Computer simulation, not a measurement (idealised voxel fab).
The process module presented herein is designated voxel local oxidation.
Shown is cross-section cut, with a width of 275 nm and square cells of size 5 nm.
In what follows, cross-sections appear as grids of square cells, described through bands that run from the top down, where every band is one or more rows of cells.
Band: top height; bottom height; in nm. Then, left to right: material with width in nm, for each material. "all across": a single material spanning edge to edge. "air": empty space.
It should be noted that heights are counted from 0, beneath which the wafer as supplied is of one material throughout, and that the lowest band possesses no lower boundary but continues downward, as written in "0 nm and below".
Graded width ("30 to 40"): value in top row of band = first number; value in bottom row = second number; row-to-row change constant.
"everything unchanged" (step): cross-section cells unchanged, all of them.
You'll see "Listed closed voids" listing empty spaces that have no way open to the top, as long as they're 8 cells or more; the notation is width x height at distance, where the distance is from the left edge, and all of it is in nm.
If you see something after the settings on a step's line, that's the simulator's own remark about that step.
The line of a step may include "overlay nm". On a step with a mask, this value is how far to the right of its planned place the mask lay. A negative value means the mask lay to the left.

So here's the lineup of process steps we planned
| 1 | RECEIVE | material Si |
| 2 | OXIDIZE | depth nm 5 |
| 3 | CONFORMAL_DEP | material SiN | thk nm 15 |
| 4 | PATTERN | tone cover | mask id ACTIVE | material resist | width nm 130 | thk nm 15 | overlay nm 0 |
| 5 | DIRECTIONAL_ETCH | etch materials SiN | depth nm 15 |
| 6 | STRIP | etch materials resist |
| 7 | SELECTIVE_ETCH | etch materials SiO2 | depth nm 5 |
| 8 | OXIDIZE | depth nm 15 |
| 9 | STRIP | etch materials SiN |

The first of two wafers, run as planned

The cross-section here shows the wafer as received, i.e. in its state after step 1
	0 nm and below = Si all across
	Listed closed voids: none

So this is the wafer cross-section right after step 2
	0 nm to -5 nm = SiO2 all across
	Beneath the level -5, the cross-section is identical to its previous state.

So this is the wafer cross-section right after step 3
	15 nm to 0 nm = SiN all across
	Beneath the level 0, the cross-section is identical to its previous state.

So this is the wafer cross-section right after step 4
	30 nm to 15 nm = 70 air, then 130 resist, then 75 air
	Beneath the level 15, the cross-section is identical to its previous state.

So this is the wafer cross-section right after step 5
	30 nm to 15 nm = 70 air, then 130 resist, then 75 air
	15 nm to 0 nm = 70 air, then 130 SiN, then 75 air
	Beneath the level 0, the cross-section is identical to its previous state.

So this is the wafer cross-section right after step 6
	15 nm to 0 nm = 70 air, then 130 SiN, then 75 air
	Beneath the level 0, the cross-section is identical to its previous state.

So this is the wafer cross-section right after step 7
	15 nm to 0 nm = 70 air, then 130 SiN, then 75 air
	0 nm to -5 nm = 75 air, then 120 SiO2, then 80 air
	Beneath the level -5, the cross-section is identical to its previous state.

So this is the wafer cross-section right after step 8
	15 nm to 0 nm = 70 air, then 130 SiN, then 75 air
	0 nm to -5 nm = 75 air, then 120 SiO2, then 80 air
	-5 nm to -20 nm = 90 SiO2, then 90 Si, then 95 SiO2
	Beneath the level -20, the cross-section is identical to its previous state.

So this is the wafer cross-section right after step 9
	0 nm to -5 nm = 75 air, then 120 SiO2, then 80 air
	Beneath the level -5, the cross-section is identical to its previous state.

Wafer two: like wafer one in start and plan, but with one mistake in execution; identical up to and including step 7

What the second wafer looks like in cross-section when step 8 should have wrapped up
	15 nm to 0 nm = 70 air, then 130 SiN, then 75 air
	0 nm to -5 nm = 75 air, then 120 SiO2, then 80 air
	-5 nm to -20 nm = 90 SiO2, then 90 Si, then 95 SiO2
	Beneath the level -20, the cross-section is identical to its previous state.

What the second wafer looks like in cross-section when step 9 should have wrapped up
	0 nm to -5 nm = 75 air, then 120 SiO2, then 80 air
	Beneath the level -5, the cross-section is identical to its previous state.
The mistake made against the process plan was this: regarding the plan, step 8 was run twice
Honestly, by the end the two wafers have the same cross-section, so the mistake just doesn't show up in what this model computes.
